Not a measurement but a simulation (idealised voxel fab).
Presented below is a process module, voxel capacitor over wiring.
Square cell edge 5 nm, section width 200 nm, ID cut.
When this document writes out a cross-section, it uses a grid of square cells and lists it as bands, beginning at the top and moving down, with a band standing for one or more rows of cells.
For a band, the entry starts with two heights in nm, that of the top and then that of the bottom, and carries on with the band's materials in order from left to right, each alongside its width in nm; the word "full width" beside a single material means it fills the band edge to edge, and "empty" means empty space.
Below 0: as-received wafer, all one material; heights counted from there. Lowest band: no bottom, goes on down, written "top 0, no bottom".
Width "30..40": first value at the band's top row of cells, second value at its bottom row, equal change from row to row.
Take "no change" at face value: in the step it is given for, the cross-section changed in none of its cells.
Empty spaces counting at least 8 cells and having no open way to the top are listed in "Sealed void listing". The notation width x height at distance is used for each, the distance being from the left edge and all three values in nm.
Heads up: the bit after the settings on a step's line is the simulator's remark on that step.
overlay nm: mask offset rightward from planned place, masked step; negative means leftward offset.

# Listed below are the process steps as planned
1. RECEIVE [material Si]
2. CONFORMAL_DEP [material SiO2] [thk nm 15]
3. DIRECTIONAL_DEP [material TiN] [thk nm 5]
4. DIRECTIONAL_DEP [material Ru] [thk nm 20]
5. DIRECTIONAL_DEP [material aC] [thk nm 10]
6. PATTERN [tone cover] [mask id METAL_1] [material resist] [width nm 30] [pitch nm 100] [thk nm 25] [overlay nm 0]
7. DIRECTIONAL_ETCH [etch materials aC] [depth nm 10]
8. STRIP [etch materials resist]
9. DIRECTIONAL_ETCH [etch materials Ru] [depth nm 20]
10. DIRECTIONAL_ETCH [etch materials TiN] [depth nm 5]
11. STRIP [etch materials aC]
12. FILL_DEP [material lowk] [thk nm 10]
13. CMP [height nm 40]
14. CONFORMAL_DEP [material SiCN] [thk nm 5]
15. DIRECTIONAL_DEP [material lowk] [thk nm 15]
16. DIRECTIONAL_DEP [material aC] [thk nm 15]
17. PATTERN [tone open] [mask id PLUG_1] [material resist] [width nm 15] [thk nm 35] [overlay nm 0]
18. DIRECTIONAL_ETCH [etch materials aC] [depth nm 15]
19. STRIP [etch materials resist]
20. DIRECTIONAL_ETCH [etch materials lowk] [depth nm 15]
21. DIRECTIONAL_ETCH [etch materials SiCN] [depth nm 5]
22. STRIP [etch materials aC]
23. EPI [material Ru] [thk nm 10]
24. EPI [material Ru] [thk nm 10]
25. DIRECTIONAL_DEP [material TiN] [thk nm 10]
26. DIRECTIONAL_DEP [material Al2O3] [thk nm 5]
27. DIRECTIONAL_DEP [material TiN] [thk nm 5]
28. PATTERN [tone cover] [mask id UPPER_PLATE] [material resist] [width nm 75] [thk nm 15] [overlay nm 0]
29. DIRECTIONAL_ETCH [etch materials TiN] [depth nm 5]
30. DIRECTIONAL_ETCH [etch materials Al2O3] [depth nm 5]
31. STRIP [etch materials resist]
32. DIRECTIONAL_DEP [material aC] [thk nm 10]
33. PATTERN [tone cover] [mask id LOWER_PLATE] [material resist] [width nm 85] [thk nm 25] [overlay nm 0]
34. DIRECTIONAL_ETCH [etch materials aC] [depth nm 10]
35. STRIP [etch materials resist]
36. DIRECTIONAL_ETCH [etch materials TiN] [depth nm 10]
37. STRIP [etch materials aC]
38. FILL_DEP [material SiO2] [thk nm 15]
39. CMP [height nm 90]
40. DIRECTIONAL_DEP [material aC] [thk nm 15]
41. PATTERN [tone open] [mask id PLUG_2] [material resist] [width nm 15] [thk nm 30] [overlay nm 0]
42. DIRECTIONAL_ETCH [etch materials aC] [depth nm 15]
43. STRIP [etch materials resist]
44. DIRECTIONAL_ETCH [etch materials SiO2] [depth nm 10]
45. STRIP [etch materials aC]
46. CONFORMAL_DEP [material TiN] [thk nm 5]
47. FILL_DEP [material Ru] [thk nm 10]
48. CMP [height nm 90]
49. CONFORMAL_DEP [material SiCN] [thk nm 5]

# What follows covers the first of two wafers; it ran as planned

# Cross-section: wafer on arrival = after step 1
* top 0, no bottom | Si full width
* Sealed void listing: none

# Upon completion of step 2, the wafer appears in cross-section as shown
* top 15, bottom 0 | SiO2 full width
* Nothing below the height 0 has changed.

# Upon completion of step 3, the wafer appears in cross-section as shown
* top 20, bottom 15 | TiN full width
* Nothing below the height 15 has changed.

# Upon completion of step 4, the wafer appears in cross-section as shown
* top 40, bottom 20 | Ru full width
* Nothing below the height 20 has changed.

# Upon completion of step 5, the wafer appears in cross-section as shown
* top 50, bottom 40 | aC full width
* Nothing below the height 40 has changed.

# Upon completion of step 6, the wafer appears in cross-section as shown
* top 75, bottom 50 | 35 of empty, then 30 of resist, then 70 of empty, then 30 of resist, then 35 of empty
* Nothing below the height 50 has changed.

# Upon completion of step 7, the wafer appears in cross-section as shown
* top 65, bottom 50 | 35 of empty, then 30 of resist, then 70 of empty, then 30 of resist, then 35 of empty
* top 50, bottom 40 | 35 of empty, then 30 of aC, then 70 of empty, then 30 of aC, then 35 of empty
* Nothing below the height 40 has changed.

# Upon completion of step 8, the wafer appears in cross-section as shown
* top 50, bottom 40 | 35 of empty, then 30 of aC, then 70 of empty, then 30 of aC, then 35 of empty
* Nothing below the height 40 has changed.

# Upon completion of step 9, the wafer appears in cross-section as shown
* top 50, bottom 40 | 35 of empty, then 30 of aC, then 70 of empty, then 30 of aC, then 35 of empty
* top 40, bottom 20 | 35 of empty, then 30 of Ru, then 70 of empty, then 30 of Ru, then 35 of empty
* Nothing below the height 20 has changed.

# Upon completion of step 10, the wafer appears in cross-section as shown
* top 50, bottom 40 | 35 of empty, then 30 of aC, then 70 of empty, then 30 of aC, then 35 of empty
* top 40, bottom 20 | 35 of empty, then 30 of Ru, then 70 of empty, then 30 of Ru, then 35 of empty
* top 20, bottom 15 | 35 of empty, then 30 of TiN, then 70 of empty, then 30 of TiN, then 35 of empty
* Nothing below the height 15 has changed.

# Upon completion of step 11, the wafer appears in cross-section as shown
* top 40, bottom 20 | 35 of empty, then 30 of Ru, then 70 of empty, then 30 of Ru, then 35 of empty
* Nothing below the height 20 has changed.

# Upon completion of step 12, the wafer appears in cross-section as shown
* top 50, bottom 40 | lowk full width
* top 40, bottom 20 | 35 of lowk, then 30 of Ru, then 70 of lowk, then 30 of Ru, then 35 of lowk
* top 20, bottom 15 | 35 of lowk, then 30 of TiN, then 70 of lowk, then 30 of TiN, then 35 of lowk
* Nothing below the height 15 has changed.

# Upon completion of step 13, the wafer appears in cross-section as shown
* top 40, bottom 20 | 35 of lowk, then 30 of Ru, then 70 of lowk, then 30 of Ru, then 35 of lowk
* Nothing below the height 20 has changed.

# Upon completion of step 14, the wafer appears in cross-section as shown
* top 45, bottom 40 | SiCN full width
* Nothing below the height 40 has changed.

# Upon completion of step 15, the wafer appears in cross-section as shown
* top 60, bottom 45 | lowk full width
* Nothing below the height 45 has changed.

# Upon completion of step 16, the wafer appears in cross-section as shown
* top 75, bottom 60 | aC full width
* Nothing below the height 60 has changed.

# Upon completion of step 17, the wafer appears in cross-section as shown
* top 110, bottom 75 | 50 of resist, then 15 of empty, then 135 of resist
* Nothing below the height 75 has changed.

# Upon completion of step 18, the wafer appears in cross-section as shown
* top 95, bottom 75 | 50 of resist, then 15 of empty, then 135 of resist
* top 75, bottom 60 | 50 of aC, then 15 of empty, then 135 of aC
* Nothing below the height 60 has changed.

# Upon completion of step 19, the wafer appears in cross-section as shown
* top 75, bottom 60 | 50 of aC, then 15 of empty, then 135 of aC
* Nothing below the height 60 has changed.

# Upon completion of step 20, the wafer appears in cross-section as shown
* top 75, bottom 60 | 50 of aC, then 15 of empty, then 135 of aC
* top 60, bottom 45 | 50 of lowk, then 15 of empty, then 135 of lowk
* Nothing below the height 45 has changed.

# Upon completion of step 21, the wafer appears in cross-section as shown
* top 75, bottom 60 | 50 of aC, then 15 of empty, then 135 of aC
* top 60, bottom 45 | 50 of lowk, then 15 of empty, then 135 of lowk
* top 45, bottom 40 | 50 of SiCN, then 15 of empty, then 135 of SiCN
* Nothing below the height 40 has changed.

# Upon completion of step 22, the wafer appears in cross-section as shown
* top 60, bottom 45 | 50 of lowk, then 15 of empty, then 135 of lowk
* Nothing below the height 45 has changed.

# Upon completion of step 23, the wafer appears in cross-section as shown
* top 60, bottom 50 | 50 of lowk, then 15 of empty, then 135 of lowk
* top 50, bottom 45 | 50 of lowk, then 15 of Ru, then 135 of lowk
* top 45, bottom 40 | 50 of SiCN, then 15 of Ru, then 135 of SiCN
* Nothing below the height 40 has changed.

# Upon completion of step 24, the wafer appears in cross-section as shown
* top 60, bottom 45 | 50 of lowk, then 15 of Ru, then 135 of lowk
* Nothing below the height 45 has changed.

# Upon completion of step 25, the wafer appears in cross-section as shown
* top 70, bottom 60 | TiN full width
* Nothing below the height 60 has changed.

# Upon completion of step 26, the wafer appears in cross-section as shown
* top 75, bottom 70 | Al2O3 full width
* Nothing below the height 70 has changed.

# Upon completion of step 27, the wafer appears in cross-section as shown
* top 80, bottom 75 | TiN full width
* Nothing below the height 75 has changed.

# Upon completion of step 28, the wafer appears in cross-section as shown
* top 95, bottom 80 | 50 of empty, then 75 of resist, then 75 of empty
* Nothing below the height 80 has changed.

# Upon completion of step 29, the wafer appears in cross-section as shown
* top 95, bottom 80 | 50 of empty, then 75 of resist, then 75 of empty
* top 80, bottom 75 | 50 of empty, then 75 of TiN, then 75 of empty
* Nothing below the height 75 has changed.

# Upon completion of step 30, the wafer appears in cross-section as shown
* top 95, bottom 80 | 50 of empty, then 75 of resist, then 75 of empty
* top 80, bottom 75 | 50 of empty, then 75 of TiN, then 75 of empty
* top 75, bottom 70 | 50 of empty, then 75 of Al2O3, then 75 of empty
* Nothing below the height 70 has changed.

# Upon completion of step 31, the wafer appears in cross-section as shown
* top 80, bottom 75 | 50 of empty, then 75 of TiN, then 75 of empty
* Nothing below the height 75 has changed.

# Upon completion of step 32, the wafer appears in cross-section as shown
* top 90, bottom 80 | 50 of empty, then 75 of aC, then 75 of empty
* top 80, bottom 75 | 50 of aC, then 75 of TiN, then 75 of aC
* top 75, bottom 70 | 50 of aC, then 75 of Al2O3, then 75 of aC
* Nothing below the height 70 has changed.

# Upon completion of step 33, the wafer appears in cross-section as shown
* top 115, bottom 90 | 45 of empty, then 85 of resist, then 70 of empty
* top 90, bottom 80 | 45 of empty, then 5 of resist, then 75 of aC, then 5 of resist, then 70 of empty
* Nothing below the height 80 has changed.

# Upon completion of step 34, the wafer appears in cross-section as shown
* top 105, bottom 90 | 45 of empty, then 85 of resist, then 70 of empty
* top 90, bottom 80 | 45 of empty, then 5 of resist, then 75 of aC, then 5 of resist, then 70 of empty
* top 80, bottom 75 | 45 of empty, then 5 of aC, then 75 of TiN, then 5 of aC, then 70 of empty
* top 75, bottom 70 | 45 of empty, then 5 of aC, then 75 of Al2O3, then 5 of aC, then 70 of empty
* Nothing below the height 70 has changed.

# Upon completion of step 35, the wafer appears in cross-section as shown
* top 90, bottom 80 | 50 of empty, then 75 of aC, then 75 of empty
* Nothing below the height 80 has changed.

# Upon completion of step 36, the wafer appears in cross-section as shown
* top 90, bottom 80 | 50 of empty, then 75 of aC, then 75 of empty
* top 80, bottom 75 | 45 of empty, then 5 of aC, then 75 of TiN, then 5 of aC, then 70 of empty
* top 75, bottom 70 | 45 of empty, then 5 of aC, then 75 of Al2O3, then 5 of aC, then 70 of empty
* top 70, bottom 60 | 45 of empty, then 85 of TiN, then 70 of empty
* Nothing below the height 60 has changed.

# Upon completion of step 37, the wafer appears in cross-section as shown
* top 80, bottom 75 | 50 of empty, then 75 of TiN, then 75 of empty
* top 75, bottom 70 | 50 of empty, then 75 of Al2O3, then 75 of empty
* Nothing below the height 70 has changed.

# Upon completion of step 38, the wafer appears in cross-section as shown
* top 95, bottom 80 | SiO2 full width
* top 80, bottom 75 | 50 of SiO2, then 75 of TiN, then 75 of SiO2
* top 75, bottom 70 | 50 of SiO2, then 75 of Al2O3, then 75 of SiO2
* top 70, bottom 60 | 45 of SiO2, then 85 of TiN, then 70 of SiO2
* Nothing below the height 60 has changed.

# Upon completion of step 39, the wafer appears in cross-section as shown
* top 90, bottom 80 | SiO2 full width
* Nothing below the height 80 has changed.

# Upon completion of step 40, the wafer appears in cross-section as shown
* top 105, bottom 90 | aC full width
* Nothing below the height 90 has changed.

# Upon completion of step 41, the wafer appears in cross-section as shown
* top 135, bottom 105 | 60 of resist, then 15 of empty, then 125 of resist
* Nothing below the height 105 has changed.

# Upon completion of step 42, the wafer appears in cross-section as shown
* top 120, bottom 105 | 60 of resist, then 15 of empty, then 125 of resist
* top 105, bottom 90 | 60 of aC, then 15 of empty, then 125 of aC
* Nothing below the height 90 has changed.

# Upon completion of step 43, the wafer appears in cross-section as shown
* top 105, bottom 90 | 60 of aC, then 15 of empty, then 125 of aC
* Nothing below the height 90 has changed.

# Upon completion of step 44, the wafer appears in cross-section as shown
* top 105, bottom 90 | 60 of aC, then 15 of empty, then 125 of aC
* top 90, bottom 80 | 60 of SiO2, then 15 of empty, then 125 of SiO2
* Nothing below the height 80 has changed.

# Upon completion of step 45, the wafer appears in cross-section as shown
* top 90, bottom 80 | 60 of SiO2, then 15 of empty, then 125 of SiO2
* Nothing below the height 80 has changed.

# Upon completion of step 46, the wafer appears in cross-section as shown
* top 95, bottom 90 | 65 of TiN, then 5 of empty, then 130 of TiN
* top 90, bottom 85 | 60 of SiO2, then 5 of TiN, then 5 of empty, then 5 of TiN, then 125 of SiO2
* top 85, bottom 75 | 60..50 of SiO2, then 15..75 of TiN, then 125..75 of SiO2
* Nothing below the height 75 has changed.

# Upon completion of step 47, the wafer appears in cross-section as shown
* top 105, bottom 95 | Ru full width
* top 95, bottom 90 | 65 of TiN, then 5 of Ru, then 130 of TiN
* top 90, bottom 85 | 60 of SiO2, then 5 of TiN, then 5 of Ru, then 5 of TiN, then 125 of SiO2
* Nothing below the height 85 has changed.

# Upon completion of step 48, the wafer appears in cross-section as shown
* top 90, bottom 85 | 60 of SiO2, then 5 of TiN, then 5 of Ru, then 5 of TiN, then 125 of SiO2
* Nothing below the height 85 has changed.

# Upon completion of step 49, the wafer appears in cross-section as shown
* top 95, bottom 90 | SiCN full width
* Nothing below the height 90 has changed.

# Now the other wafer: same start, same recipe, but we messed up one thing when running it. Up to and including step 5 it's the same as the first one

# At the planned end of step 6, the second wafer in cross-section
* top 75, bottom 50 | 30 of empty, then 40 of resist, then 60 of empty, then 40 of resist, then 30 of empty
* Nothing below the height 50 has changed.

# At the planned end of step 7, the second wafer in cross-section
* top 65, bottom 50 | 30 of empty, then 40 of resist, then 60 of empty, then 40 of resist, then 30 of empty
* top 50, bottom 40 | 30 of empty, then 40 of aC, then 60 of empty, then 40 of aC, then 30 of empty
* Nothing below the height 40 has changed.

# At the planned end of step 8, the second wafer in cross-section
* top 50, bottom 40 | 30 of empty, then 40 of aC, then 60 of empty, then 40 of aC, then 30 of empty
* Nothing below the height 40 has changed.

# At the planned end of step 9, the second wafer in cross-section
* top 50, bottom 40 | 30 of empty, then 40 of aC, then 60 of empty, then 40 of aC, then 30 of empty
* top 40, bottom 20 | 30 of empty, then 40 of Ru, then 60 of empty, then 40 of Ru, then 30 of empty
* Nothing below the height 20 has changed.

# At the planned end of step 10, the second wafer in cross-section
* top 50, bottom 40 | 30 of empty, then 40 of aC, then 60 of empty, then 40 of aC, then 30 of empty
* top 40, bottom 20 | 30 of empty, then 40 of Ru, then 60 of empty, then 40 of Ru, then 30 of empty
* top 20, bottom 15 | 30 of empty, then 40 of TiN, then 60 of empty, then 40 of TiN, then 30 of empty
* Nothing below the height 15 has changed.

# At the planned end of step 11, the second wafer in cross-section
* top 40, bottom 20 | 30 of empty, then 40 of Ru, then 60 of empty, then 40 of Ru, then 30 of empty
* Nothing below the height 20 has changed.

# At the planned end of step 12, the second wafer in cross-section
* top 50, bottom 40 | lowk full width
* top 40, bottom 20 | 30 of lowk, then 40 of Ru, then 60 of lowk, then 40 of Ru, then 30 of lowk
* top 20, bottom 15 | 30 of lowk, then 40 of TiN, then 60 of lowk, then 40 of TiN, then 30 of lowk
* Nothing below the height 15 has changed.

# At the planned end of step 13, the second wafer in cross-section
* top 40, bottom 20 | 30 of lowk, then 40 of Ru, then 60 of lowk, then 40 of Ru, then 30 of lowk
* Nothing below the height 20 has changed.

# At the planned end of step 14, the second wafer in cross-section
* top 45, bottom 40 | SiCN full width
* Nothing below the height 40 has changed.

# At the planned end of step 15, the second wafer in cross-section
* top 60, bottom 45 | lowk full width
* Nothing below the height 45 has changed.

# At the planned end of step 16, the second wafer in cross-section
* top 75, bottom 60 | aC full width
* Nothing below the height 60 has changed.

# At the planned end of step 17, the second wafer in cross-section
* top 110, bottom 75 | 50 of resist, then 15 of empty, then 135 of resist
* Nothing below the height 75 has changed.

# At the planned end of step 18, the second wafer in cross-section
* top 95, bottom 75 | 50 of resist, then 15 of empty, then 135 of resist
* top 75, bottom 60 | 50 of aC, then 15 of empty, then 135 of aC
* Nothing below the height 60 has changed.

# At the planned end of step 19, the second wafer in cross-section
* top 75, bottom 60 | 50 of aC, then 15 of empty, then 135 of aC
* Nothing below the height 60 has changed.

# At the planned end of step 20, the second wafer in cross-section
* top 75, bottom 60 | 50 of aC, then 15 of empty, then 135 of aC
* top 60, bottom 45 | 50 of lowk, then 15 of empty, then 135 of lowk
* Nothing below the height 45 has changed.

# At the planned end of step 21, the second wafer in cross-section
* top 75, bottom 60 | 50 of aC, then 15 of empty, then 135 of aC
* top 60, bottom 45 | 50 of lowk, then 15 of empty, then 135 of lowk
* top 45, bottom 40 | 50 of SiCN, then 15 of empty, then 135 of SiCN
* Nothing below the height 40 has changed.

# At the planned end of step 22, the second wafer in cross-section
* top 60, bottom 45 | 50 of lowk, then 15 of empty, then 135 of lowk
* Nothing below the height 45 has changed.

# At the planned end of step 23, the second wafer in cross-section
* top 60, bottom 50 | 50 of lowk, then 15 of empty, then 135 of lowk
* top 50, bottom 45 | 50 of lowk, then 15 of Ru, then 135 of lowk
* top 45, bottom 40 | 50 of SiCN, then 15 of Ru, then 135 of SiCN
* Nothing below the height 40 has changed.

# At the planned end of step 24, the second wafer in cross-section
* top 60, bottom 45 | 50 of lowk, then 15 of Ru, then 135 of lowk
* Nothing below the height 45 has changed.

# At the planned end of step 25, the second wafer in cross-section
* top 70, bottom 60 | TiN full width
* Nothing below the height 60 has changed.

# At the planned end of step 26, the second wafer in cross-section
* top 75, bottom 70 | Al2O3 full width
* Nothing below the height 70 has changed.

# At the planned end of step 27, the second wafer in cross-section
* top 80, bottom 75 | TiN full width
* Nothing below the height 75 has changed.

# At the planned end of step 28, the second wafer in cross-section
* top 95, bottom 80 | 50 of empty, then 75 of resist, then 75 of empty
* Nothing below the height 80 has changed.

# At the planned end of step 29, the second wafer in cross-section
* top 95, bottom 80 | 50 of empty, then 75 of resist, then 75 of empty
* top 80, bottom 75 | 50 of empty, then 75 of TiN, then 75 of empty
* Nothing below the height 75 has changed.

# At the planned end of step 30, the second wafer in cross-section
* top 95, bottom 80 | 50 of empty, then 75 of resist, then 75 of empty
* top 80, bottom 75 | 50 of empty, then 75 of TiN, then 75 of empty
* top 75, bottom 70 | 50 of empty, then 75 of Al2O3, then 75 of empty
* Nothing below the height 70 has changed.

# At the planned end of step 31, the second wafer in cross-section
* top 80, bottom 75 | 50 of empty, then 75 of TiN, then 75 of empty
* Nothing below the height 75 has changed.

# At the planned end of step 32, the second wafer in cross-section
* top 90, bottom 80 | 50 of empty, then 75 of aC, then 75 of empty
* top 80, bottom 75 | 50 of aC, then 75 of TiN, then 75 of aC
* top 75, bottom 70 | 50 of aC, then 75 of Al2O3, then 75 of aC
* Nothing below the height 70 has changed.

# At the planned end of step 33, the second wafer in cross-section
* top 115, bottom 90 | 45 of empty, then 85 of resist, then 70 of empty
* top 90, bottom 80 | 45 of empty, then 5 of resist, then 75 of aC, then 5 of resist, then 70 of empty
* Nothing below the height 80 has changed.

# At the planned end of step 34, the second wafer in cross-section
* top 105, bottom 90 | 45 of empty, then 85 of resist, then 70 of empty
* top 90, bottom 80 | 45 of empty, then 5 of resist, then 75 of aC, then 5 of resist, then 70 of empty
* top 80, bottom 75 | 45 of empty, then 5 of aC, then 75 of TiN, then 5 of aC, then 70 of empty
* top 75, bottom 70 | 45 of empty, then 5 of aC, then 75 of Al2O3, then 5 of aC, then 70 of empty
* Nothing below the height 70 has changed.

# At the planned end of step 35, the second wafer in cross-section
* top 90, bottom 80 | 50 of empty, then 75 of aC, then 75 of empty
* Nothing below the height 80 has changed.

# At the planned end of step 36, the second wafer in cross-section
* top 90, bottom 80 | 50 of empty, then 75 of aC, then 75 of empty
* top 80, bottom 75 | 45 of empty, then 5 of aC, then 75 of TiN, then 5 of aC, then 70 of empty
* top 75, bottom 70 | 45 of empty, then 5 of aC, then 75 of Al2O3, then 5 of aC, then 70 of empty
* top 70, bottom 60 | 45 of empty, then 85 of TiN, then 70 of empty
* Nothing below the height 60 has changed.

# At the planned end of step 37, the second wafer in cross-section
* top 80, bottom 75 | 50 of empty, then 75 of TiN, then 75 of empty
* top 75, bottom 70 | 50 of empty, then 75 of Al2O3, then 75 of empty
* Nothing below the height 70 has changed.

# At the planned end of step 38, the second wafer in cross-section
* top 95, bottom 80 | SiO2 full width
* top 80, bottom 75 | 50 of SiO2, then 75 of TiN, then 75 of SiO2
* top 75, bottom 70 | 50 of SiO2, then 75 of Al2O3, then 75 of SiO2
* top 70, bottom 60 | 45 of SiO2, then 85 of TiN, then 70 of SiO2
* Nothing below the height 60 has changed.

# At the planned end of step 39, the second wafer in cross-section
* top 90, bottom 80 | SiO2 full width
* Nothing below the height 80 has changed.

# At the planned end of step 40, the second wafer in cross-section
* top 105, bottom 90 | aC full width
* Nothing below the height 90 has changed.

# At the planned end of step 41, the second wafer in cross-section
* top 135, bottom 105 | 60 of resist, then 15 of empty, then 125 of resist
* Nothing below the height 105 has changed.

# At the planned end of step 42, the second wafer in cross-section
* top 120, bottom 105 | 60 of resist, then 15 of empty, then 125 of resist
* top 105, bottom 90 | 60 of aC, then 15 of empty, then 125 of aC
* Nothing below the height 90 has changed.

# At the planned end of step 43, the second wafer in cross-section
* top 105, bottom 90 | 60 of aC, then 15 of empty, then 125 of aC
* Nothing below the height 90 has changed.

# At the planned end of step 44, the second wafer in cross-section
* top 105, bottom 90 | 60 of aC, then 15 of empty, then 125 of aC
* top 90, bottom 80 | 60 of SiO2, then 15 of empty, then 125 of SiO2
* Nothing below the height 80 has changed.

# At the planned end of step 45, the second wafer in cross-section
* top 90, bottom 80 | 60 of SiO2, then 15 of empty, then 125 of SiO2
* Nothing below the height 80 has changed.

# At the planned end of step 46, the second wafer in cross-section
* top 95, bottom 90 | 65 of TiN, then 5 of empty, then 130 of TiN
* top 90, bottom 85 | 60 of SiO2, then 5 of TiN, then 5 of empty, then 5 of TiN, then 125 of SiO2
* top 85, bottom 75 | 60..50 of SiO2, then 15..75 of TiN, then 125..75 of SiO2
* Nothing below the height 75 has changed.

# At the planned end of step 47, the second wafer in cross-section
* top 105, bottom 95 | Ru full width
* top 95, bottom 90 | 65 of TiN, then 5 of Ru, then 130 of TiN
* top 90, bottom 85 | 60 of SiO2, then 5 of TiN, then 5 of Ru, then 5 of TiN, then 125 of SiO2
* Nothing below the height 85 has changed.

# At the planned end of step 48, the second wafer in cross-section
* top 90, bottom 85 | 60 of SiO2, then 5 of TiN, then 5 of Ru, then 5 of TiN, then 125 of SiO2
* Nothing below the height 85 has changed.

# At the planned end of step 49, the second wafer in cross-section
* top 95, bottom 90 | SiCN full width
* Nothing below the height 90 has changed.
Want to know what went wrong? step 6: run off-plan, actual operation and settings PATTERN [tone cover] [mask id METAL_1] [material resist] [width nm 40] [pitch nm 100] [thk nm 25] [overlay nm 0]
In the final state, the cell counts of the second wafer exceed or fall short of those of the first for the following materials: Ru: 16 more, TiN: 4 more, lowk: 20 fewer
